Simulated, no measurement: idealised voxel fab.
Process module in this document: voxel self aligned contacts
Cross-section cut: width 290 nm, square cells of 5 nm.
Each cross-section below is a grid of square cells, stated as bands in top-down order, with one or more rows of cells making up each band. Within each band entry, the heights of the top and of the bottom of the band appear first, in that order and in nm; the materials of the band then follow from left to right, each with its corresponding width in nm. The designation "everywhere" on a single material indicates that it fills the band from edge to edge; the designation "air" indicates empty space. Beneath 0, the wafer as received is one material, and that level is where height counting begins. The lowest band goes on downward without a bottom; it is written like "z 0 and below". Read "30->40" as a graded width: first number on top, second number at the bottom, same change between each pair of neighbouring rows. Key: "everything unchanged" - step with no changed cell in the cross-section. For the entry "Closed void list", the listed items are empty spaces with no open way to the top whose size is 8 cells or more; each item follows the pattern width x height at distance, where distance is from the left edge and all three are in nm. Anything after a step's settings on that line? It's the simulator's own note about the step. The line of a step may include "overlay nm". On a step with a mask, this value is how far to the right of its planned place the mask lay. A negative value means the mask lay to the left.
The steps planned for the process are as follows:
1) RECEIVE: material Si
2) CONFORMAL_DEP: material SiO2, thk nm 5
3) DIRECTIONAL_DEP: material polySi, thk nm 25
4) DIRECTIONAL_DEP: material SiN, thk nm 25
5) PATTERN: tone cover, mask id GATE, material resist, width nm 25, pitch nm 60, thk nm 15, overlay nm 0
6) DIRECTIONAL_ETCH: etch materials SiN, depth nm 25
7) DIRECTIONAL_ETCH: etch materials polySi, depth nm 25
8) STRIP: etch materials resist
9) CONFORMAL_DEP: material SiN, thk nm 10
10) DIRECTIONAL_ETCH: etch materials SiN, depth nm 10
11) FILL_DEP: material SiO2, thk nm 15
12) CMP: height nm 65
13) DIRECTIONAL_DEP: material aC, thk nm 10
14) PATTERN: tone open, mask id CONTACT, material resist, width nm 45, pitch nm 60, thk nm 30, overlay nm 0
15) DIRECTIONAL_ETCH: etch materials aC, depth nm 10
16) STRIP: etch materials resist
17) DIRECTIONAL_ETCH: etch materials SiO2, depth nm 65
18) STRIP: etch materials aC
19) CONFORMAL_DEP: material TiN, thk nm 5
20) FILL_DEP: material W, thk nm 10
21) CMP: height nm 65
22) CONFORMAL_DEP: material SiCN, thk nm 5
What follows covers the first of two wafers; it ran as planned:
The cross-section here shows the wafer as received, i.e. in its state after step 1:
  z 0 and below = Si everywhere
  Closed void list: none
Step 2 done - wafer cross-section:
  z 5 to 0 = SiO2 everywhere
  Under the height 0 nothing was changed.
Step 3 done - wafer cross-section:
  z 30 to 5 = polySi everywhere
  Under the height 5 nothing was changed.
Step 4 done - wafer cross-section:
  z 55 to 30 = SiN everywhere
  Under the height 30 nothing was changed.
Step 5 done - wafer cross-section:
  z 70 to 55 = air 70 nm; resist 25 nm; air 35 nm; resist 25 nm; air 35 nm; resist 25 nm; air 75 nm
  Under the height 55 nothing was changed.
Step 6 done - wafer cross-section:
  z 70 to 55 = air 70 nm; resist 25 nm; air 35 nm; resist 25 nm; air 35 nm; resist 25 nm; air 75 nm
  z 55 to 30 = air 70 nm; SiN 25 nm; air 35 nm; SiN 25 nm; air 35 nm; SiN 25 nm; air 75 nm
  Under the height 30 nothing was changed.
Step 7 done - wafer cross-section:
  z 70 to 55 = air 70 nm; resist 25 nm; air 35 nm; resist 25 nm; air 35 nm; resist 25 nm; air 75 nm
  z 55 to 30 = air 70 nm; SiN 25 nm; air 35 nm; SiN 25 nm; air 35 nm; SiN 25 nm; air 75 nm
  z 30 to 5 = air 70 nm; polySi 25 nm; air 35 nm; polySi 25 nm; air 35 nm; polySi 25 nm; air 75 nm
  Under the height 5 nothing was changed.
Step 8 done - wafer cross-section:
  z 55 to 30 = air 70 nm; SiN 25 nm; air 35 nm; SiN 25 nm; air 35 nm; SiN 25 nm; air 75 nm
  Under the height 30 nothing was changed.
Step 9 done - wafer cross-section:
  z 65 to 30 = air 60 nm; SiN 45 nm; air 15 nm; SiN 45 nm; air 15 nm; SiN 45 nm; air 65 nm
  z 30 to 15 = air 60 nm; SiN 10 nm; polySi 25 nm; SiN 10 nm; air 15 nm; SiN 10 nm; polySi 25 nm; SiN 10 nm; air 15 nm; SiN 10 nm; polySi 25 nm; SiN 10 nm; air 65 nm
  z 15 to 5 = SiN 70 nm; polySi 25 nm; SiN 35 nm; polySi 25 nm; SiN 35 nm; polySi 25 nm; SiN 75 nm
  Under the height 5 nothing was changed.
Step 10 done - wafer cross-section:
  z 55 to 30 = air 60 nm; SiN 45 nm; air 15 nm; SiN 45 nm; air 15 nm; SiN 45 nm; air 65 nm
  z 30 to 5 = air 60 nm; SiN 10 nm; polySi 25 nm; SiN 10 nm; air 15 nm; SiN 10 nm; polySi 25 nm; SiN 10 nm; air 15 nm; SiN 10 nm; polySi 25 nm; SiN 10 nm; air 65 nm
  Under the height 5 nothing was changed.
Step 11 done - wafer cross-section:
  z 70 to 55 = SiO2 everywhere
  z 55 to 30 = SiO2 60 nm; SiN 45 nm; SiO2 15 nm; SiN 45 nm; SiO2 15 nm; SiN 45 nm; SiO2 65 nm
  z 30 to 5 = SiO2 60 nm; SiN 10 nm; polySi 25 nm; SiN 10 nm; SiO2 15 nm; SiN 10 nm; polySi 25 nm; SiN 10 nm; SiO2 15 nm; SiN 10 nm; polySi 25 nm; SiN 10 nm; SiO2 65 nm
  Under the height 5 nothing was changed.
Step 12 done - wafer cross-section:
  z 65 to 55 = SiO2 everywhere
  Under the height 55 nothing was changed.
Step 13 done - wafer cross-section:
  z 75 to 65 = aC everywhere
  Under the height 65 nothing was changed.
Step 14 done - wafer cross-section:
  z 105 to 75 = resist 90 nm; air 45 nm; resist 15 nm; air 45 nm; resist 95 nm
  Under the height 75 nothing was changed.
Step 15 done - wafer cross-section:
  z 95 to 75 = resist 90 nm; air 45 nm; resist 15 nm; air 45 nm; resist 95 nm
  z 75 to 65 = aC 90 nm; air 45 nm; aC 15 nm; air 45 nm; aC 95 nm
  Under the height 65 nothing was changed.
Step 16 done - wafer cross-section:
  z 75 to 65 = aC 90 nm; air 45 nm; aC 15 nm; air 45 nm; aC 95 nm
  Under the height 65 nothing was changed.
Step 17 done - wafer cross-section:
  z 75 to 65 = aC 90 nm; air 45 nm; aC 15 nm; air 45 nm; aC 95 nm
  z 65 to 55 = SiO2 90 nm; air 45 nm; SiO2 15 nm; air 45 nm; SiO2 95 nm
  z 55 to 30 = SiO2 60 nm; SiN 45 nm; air 15 nm; SiN 45 nm; air 15 nm; SiN 45 nm; SiO2 65 nm
  z 30 to 5 = SiO2 60 nm; SiN 10 nm; polySi 25 nm; SiN 10 nm; air 15 nm; SiN 10 nm; polySi 25 nm; SiN 10 nm; air 15 nm; SiN 10 nm; polySi 25 nm; SiN 10 nm; SiO2 65 nm
  z 5 to 0 = SiO2 105 nm; air 15 nm; SiO2 45 nm; air 15 nm; SiO2 110 nm
  Under the height 0 nothing was changed.
Step 18 done - wafer cross-section:
  z 65 to 55 = SiO2 90 nm; air 45 nm; SiO2 15 nm; air 45 nm; SiO2 95 nm
  Under the height 55 nothing was changed.
Step 19 done - wafer cross-section:
  z 70 to 65 = TiN 95 nm; air 35 nm; TiN 25 nm; air 35 nm; TiN 100 nm
  z 65 to 55 = SiO2 90 nm; TiN 5->20 nm; air 35->5 nm; TiN 5->20 nm; SiO2 15 nm; TiN 5->20 nm; air 35->5 nm; TiN 5->20 nm; SiO2 95 nm
  z 55 to 30 = SiO2 60 nm; SiN 45 nm; TiN 5 nm; air 5 nm; TiN 5 nm; SiN 45 nm; TiN 5 nm; air 5 nm; TiN 5 nm; SiN 45 nm; SiO2 65 nm
  z 30 to 5 = SiO2 60 nm; SiN 10 nm; polySi 25 nm; SiN 10 nm; TiN 5 nm; air 5 nm; TiN 5 nm; SiN 10 nm; polySi 25 nm; SiN 10 nm; TiN 5 nm; air 5 nm; TiN 5 nm; SiN 10 nm; polySi 25 nm; SiN 10 nm; SiO2 65 nm
  z 5 to 0 = SiO2 105 nm; TiN 15 nm; SiO2 45 nm; TiN 15 nm; SiO2 110 nm
  Under the height 0 nothing was changed.
Step 20 done - wafer cross-section:
  z 80 to 70 = W everywhere
  z 70 to 65 = TiN 95 nm; W 35 nm; TiN 25 nm; W 35 nm; TiN 100 nm
  z 65 to 55 = SiO2 90 nm; TiN 5->20 nm; W 35->5 nm; TiN 5->20 nm; SiO2 15 nm; TiN 5->20 nm; W 35->5 nm; TiN 5->20 nm; SiO2 95 nm
  z 55 to 30 = SiO2 60 nm; SiN 45 nm; TiN 5 nm; W 5 nm; TiN 5 nm; SiN 45 nm; TiN 5 nm; W 5 nm; TiN 5 nm; SiN 45 nm; SiO2 65 nm
  z 30 to 5 = SiO2 60 nm; SiN 10 nm; polySi 25 nm; SiN 10 nm; TiN 5 nm; W 5 nm; TiN 5 nm; SiN 10 nm; polySi 25 nm; SiN 10 nm; TiN 5 nm; W 5 nm; TiN 5 nm; SiN 10 nm; polySi 25 nm; SiN 10 nm; SiO2 65 nm
  Under the height 5 nothing was changed.
Step 21 done - wafer cross-section:
  z 65 to 55 = SiO2 90 nm; TiN 5->20 nm; W 35->5 nm; TiN 5->20 nm; SiO2 15 nm; TiN 5->20 nm; W 35->5 nm; TiN 5->20 nm; SiO2 95 nm
  Under the height 55 nothing was changed.
Step 22 done - wafer cross-section:
  z 70 to 65 = SiCN everywhere
  Under the height 65 nothing was changed.
The Second Wafer: Common Origin and Plan, One Mistake in Execution, Identical to the First Through Step 21:
Second wafer, section view, time point: scheduled end of step 22:
  z 70 to 65 = SiN everywhere
  Under the height 65 nothing was changed.
Misprocessing identified: for step 22, the planned setting was not used; the step was instead run as CONFORMAL_DEP: material SiN, thk nm 5
Once processing is complete, comparing cell counts shows that the second wafer has more or fewer of certain materials than the first: -58 SiCN; +58 SiN
